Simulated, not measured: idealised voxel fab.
Process module under the name voxel gate over fins
Section cut is 205 nm wide and gridded with 5 nm square cells.
A cross-section is a grid of square cells, given in bands from the top down. A band is one or more rows of cells.
A band entry consists of two parts. The first gives the height of the band's top and the height of its bottom, in nm. The rest lists the band's materials from left to right, each with its width in nm. A single material labelled with the word "all across" fills the band from edge to edge, and the word "air" marks empty space.
All heights in this document are referenced to 0, defined as the level beneath which the wafer, as received, consists entirely of one material. The lowest band is not bounded below; it extends indefinitely downward and is written in the form "from 0 down".
You'd read "30->40" like this: the band's top row of cells is as wide as the first number, its bottom row is as wide as the second, and going down, every row changes width by the same amount as the row before did.
Take "no modifications" at face value: in the step it is given for, the cross-section changed in none of its cells.
Any empty space of 8 cells or more lacking an open way to the top shows up in "Enclosed cavity list" as width x height at distance, distance from the left edge, in nm.
Formally, on a step line, whatever follows the settings is a remark that the simulator itself makes on the step.
overlay nm, on a step with a mask: how far to the right of its planned place the mask lay; to the left if negative

The steps planned for the process are as follows
| 1 | RECEIVE,material Si |
| 2 | CONFORMAL_DEP,material SiN,thk nm 5 |
| 3 | DIRECTIONAL_DEP,material aC,thk nm 15 |
| 4 | PATTERN,tone cover,mask id FINS,material resist,width nm 15,pitch nm 40,thk nm 30,overlay nm 0 |
| 5 | DIRECTIONAL_ETCH,etch materials aC,depth nm 15 |
| 6 | STRIP,etch materials resist |
| 7 | DIRECTIONAL_ETCH,etch materials SiN,depth nm 5 |
| 8 | DIRECTIONAL_ETCH,etch materials Si,depth nm 30 |
| 9 | STRIP,etch materials aC |
| 10 | FILL_DEP,material SiO2,thk nm 10 |
| 11 | CMP,height nm 5 |
| 12 | SELECTIVE_ETCH,etch materials SiO2,depth nm 20 |
| 13 | STRIP,etch materials SiN |
| 14 | CONFORMAL_DEP,material HfO2,thk nm 5 |
| 15 | CONFORMAL_DEP,material TiN,thk nm 5 |
| 16 | CONFORMAL_DEP,material TiAl,thk nm 5 |
| 17 | CONFORMAL_DEP,material TiN,thk nm 5 |
| 18 | FILL_DEP,material W,thk nm 10 |
| 19 | CMP,height nm 25 |
| 20 | CONFORMAL_DEP,material SiCN,thk nm 5 |

First out of two wafers; run went to plan

Wafer cross-section on receipt, i.e. after step 1
  from 0 down = Si all across
  Enclosed cavity list: none

Step 2 done - wafer cross-section
  from 5 to 0 = SiN all across
  Rest of section, below 0: as before.

Step 3 done - wafer cross-section
  from 20 to 5 = aC all across
  Rest of section, below 5: as before.

Step 4 done - wafer cross-section
  from 50 to 20 = air=35, resist=15, air=25, resist=15, air=25, resist=15, air=25, resist=15, air=35
  Rest of section, below 20: as before.

Step 5 done - wafer cross-section
  from 35 to 20 = air=35, resist=15, air=25, resist=15, air=25, resist=15, air=25, resist=15, air=35
  from 20 to 5 = air=35, aC=15, air=25, aC=15, air=25, aC=15, air=25, aC=15, air=35
  Rest of section, below 5: as before.

Step 6 done - wafer cross-section
  from 20 to 5 = air=35, aC=15, air=25, aC=15, air=25, aC=15, air=25, aC=15, air=35
  Rest of section, below 5: as before.

Step 7 done - wafer cross-section
  from 20 to 5 = air=35, aC=15, air=25, aC=15, air=25, aC=15, air=25, aC=15, air=35
  from 5 to 0 = air=35, SiN=15, air=25, SiN=15, air=25, SiN=15, air=25, SiN=15, air=35
  Rest of section, below 0: as before.

Step 8 done - wafer cross-section
  from 20 to 5 = air=35, aC=15, air=25, aC=15, air=25, aC=15, air=25, aC=15, air=35
  from 5 to 0 = air=35, SiN=15, air=25, SiN=15, air=25, SiN=15, air=25, SiN=15, air=35
  from 0 to -30 = air=35, Si=15, air=25, Si=15, air=25, Si=15, air=25, Si=15, air=35
  Rest of section, below -30: as before.

Step 9 done - wafer cross-section
  from 5 to 0 = air=35, SiN=15, air=25, SiN=15, air=25, SiN=15, air=25, SiN=15, air=35
  Rest of section, below 0: as before.

Step 10 done - wafer cross-section
  from 15 to 5 = SiO2 all across
  from 5 to 0 = SiO2=35, SiN=15, SiO2=25, SiN=15, SiO2=25, SiN=15, SiO2=25, SiN=15, SiO2=35
  from 0 to -30 = SiO2=35, Si=15, SiO2=25, Si=15, SiO2=25, Si=15, SiO2=25, Si=15, SiO2=35
  Rest of section, below -30: as before.

Step 11 done - wafer cross-section
  from 5 to 0 = SiO2=35, SiN=15, SiO2=25, SiN=15, SiO2=25, SiN=15, SiO2=25, SiN=15, SiO2=35
  Rest of section, below 0: as before.

Step 12 done - wafer cross-section
  from 5 to 0 = air=35, SiN=15, air=25, SiN=15, air=25, SiN=15, air=25, SiN=15, air=35
  from 0 to -15 = air=35, Si=15, air=25, Si=15, air=25, Si=15, air=25, Si=15, air=35
  Rest of section, below -15: as before.

Step 13 done - wafer cross-section
  from 0 to -15 = air=35, Si=15, air=25, Si=15, air=25, Si=15, air=25, Si=15, air=35
  Rest of section, below -15: as before.

Step 14 done - wafer cross-section
  from 5 to 0 = air=30, HfO2=25, air=15, HfO2=25, air=15, HfO2=25, air=15, HfO2=25, air=30
  from 0 to -10 = air=30, HfO2=5, Si=15, HfO2=5, air=15, HfO2=5, Si=15, HfO2=5, air=15, HfO2=5, Si=15, HfO2=5, air=15, HfO2=5, Si=15, HfO2=5, air=30
  from -10 to -15 = HfO2=35, Si=15, HfO2=25, Si=15, HfO2=25, Si=15, HfO2=25, Si=15, HfO2=35
  Rest of section, below -15: as before.

Step 15 done - wafer cross-section
  from 10 to 5 = air=25, TiN=35, air=5, TiN=35, air=5, TiN=35, air=5, TiN=35, air=25
  from 5 to 0 = air=25, TiN=5, HfO2=25, TiN=5, air=5, TiN=5, HfO2=25, TiN=5, air=5, TiN=5, HfO2=25, TiN=5, air=5, TiN=5, HfO2=25, TiN=5, air=25
  from 0 to -5 = air=25, TiN=5, HfO2=5, Si=15, HfO2=5, TiN=5, air=5, TiN=5, HfO2=5, Si=15, HfO2=5, TiN=5, air=5, TiN=5, HfO2=5, Si=15, HfO2=5, TiN=5, air=5, TiN=5, HfO2=5, Si=15, HfO2=5, TiN=5, air=25
  from -5 to -10 = TiN=30, HfO2=5, Si=15, HfO2=5, TiN=15, HfO2=5, Si=15, HfO2=5, TiN=15, HfO2=5, Si=15, HfO2=5, TiN=15, HfO2=5, Si=15, HfO2=5, TiN=30
  Rest of section, below -10: as before.

Step 16 done - wafer cross-section
  from 15 to 10 = air=20, TiAl=165, air=20
  from 10 to 5 = air=20, TiAl=5, TiN=35, TiAl=5, TiN=35, TiAl=5, TiN=35, TiAl=5, TiN=35, TiAl=5, air=20
  from 5 to 0 = air=20, TiAl=5, TiN=5, HfO2=25, TiN=5, TiAl=5, TiN=5, HfO2=25, TiN=5, TiAl=5, TiN=5, HfO2=25, TiN=5, TiAl=5, TiN=5, HfO2=25, TiN=5, TiAl=5, air=20
  from 0 to -5 = TiAl=25, TiN=5, HfO2=5, Si=15, HfO2=5, TiN=5, TiAl=5, TiN=5, HfO2=5, Si=15, HfO2=5, TiN=5, TiAl=5, TiN=5, HfO2=5, Si=15, HfO2=5, TiN=5, TiAl=5, TiN=5, HfO2=5, Si=15, HfO2=5, TiN=5, TiAl=25
  Rest of section, below -5: as before.

Step 17 done - wafer cross-section
  from 20 to 15 = air=15, TiN=175, air=15
  from 15 to 10 = air=15, TiN=5, TiAl=165, TiN=5, air=15
  from 10 to 5 = air=15, TiN=5, TiAl=5, TiN=35, TiAl=5, TiN=35, TiAl=5, TiN=35, TiAl=5, TiN=35, TiAl=5, TiN=5, air=15
  from 5 to 0 = TiN=20, TiAl=5, TiN=5, HfO2=25, TiN=5, TiAl=5, TiN=5, HfO2=25, TiN=5, TiAl=5, TiN=5, HfO2=25, TiN=5, TiAl=5, TiN=5, HfO2=25, TiN=5, TiAl=5, TiN=20
  Rest of section, below 0: as before.

Step 18 done - wafer cross-section
  from 30 to 20 = W all across
  from 20 to 15 = W=15, TiN=175, W=15
  from 15 to 10 = W=15, TiN=5, TiAl=165, TiN=5, W=15
  from 10 to 5 = W=15, TiN=5, TiAl=5, TiN=35, TiAl=5, TiN=35, TiAl=5, TiN=35, TiAl=5, TiN=35, TiAl=5, TiN=5, W=15
  Rest of section, below 5: as before.

Step 19 done - wafer cross-section
  from 25 to 20 = W all across
  Rest of section, below 20: as before.

Step 20 done - wafer cross-section
  from 30 to 25 = SiCN all across
  Rest of section, below 25: as before.

Okay, second wafer. Nothing different at the start, nothing different in the plan, just one mistake somewhere in the running. As far as step 15, counting that step, it's the first wafer all over again

Cross-section of the second wafer when, according to plan, step 16 should have finished
  from 15 to 5 = air=20, TiN=165, air=20
  from 5 to 0 = air=20, TiN=10, HfO2=25, TiN=15, HfO2=25, TiN=15, HfO2=25, TiN=15, HfO2=25, TiN=10, air=20
  from 0 to -10 = TiN=30, HfO2=5, Si=15, HfO2=5, TiN=15, HfO2=5, Si=15, HfO2=5, TiN=15, HfO2=5, Si=15, HfO2=5, TiN=15, HfO2=5, Si=15, HfO2=5, TiN=30
  Rest of section, below -10: as before.

Cross-section of the second wafer when, according to plan, step 17 should have finished
  from 20 to 15 = air=15, TiAl=175, air=15
  from 15 to 5 = air=15, TiAl=5, TiN=165, TiAl=5, air=15
  from 5 to 0 = TiAl=20, TiN=10, HfO2=25, TiN=15, HfO2=25, TiN=15, HfO2=25, TiN=15, HfO2=25, TiN=10, TiAl=20
  Rest of section, below 0: as before.

Cross-section of the second wafer when, according to plan, step 18 should have finished
  from 30 to 20 = W all across
  from 20 to 15 = W=15, TiAl=175, W=15
  from 15 to 5 = W=15, TiAl=5, TiN=165, TiAl=5, W=15
  Rest of section, below 5: as before.

Cross-section of the second wafer when, according to plan, step 19 should have finished
  from 25 to 20 = W all across
  Rest of section, below 20: as before.

Cross-section of the second wafer when, according to plan, step 20 should have finished
  from 30 to 25 = SiCN all across
  Rest of section, below 25: as before.
Misprocessing identified: plan vs actual: 16 and 17 interchanged
Per the end-of-run cell counts, the second wafer holds more or fewer of some materials than the first: -9 TiAl | +9 TiN
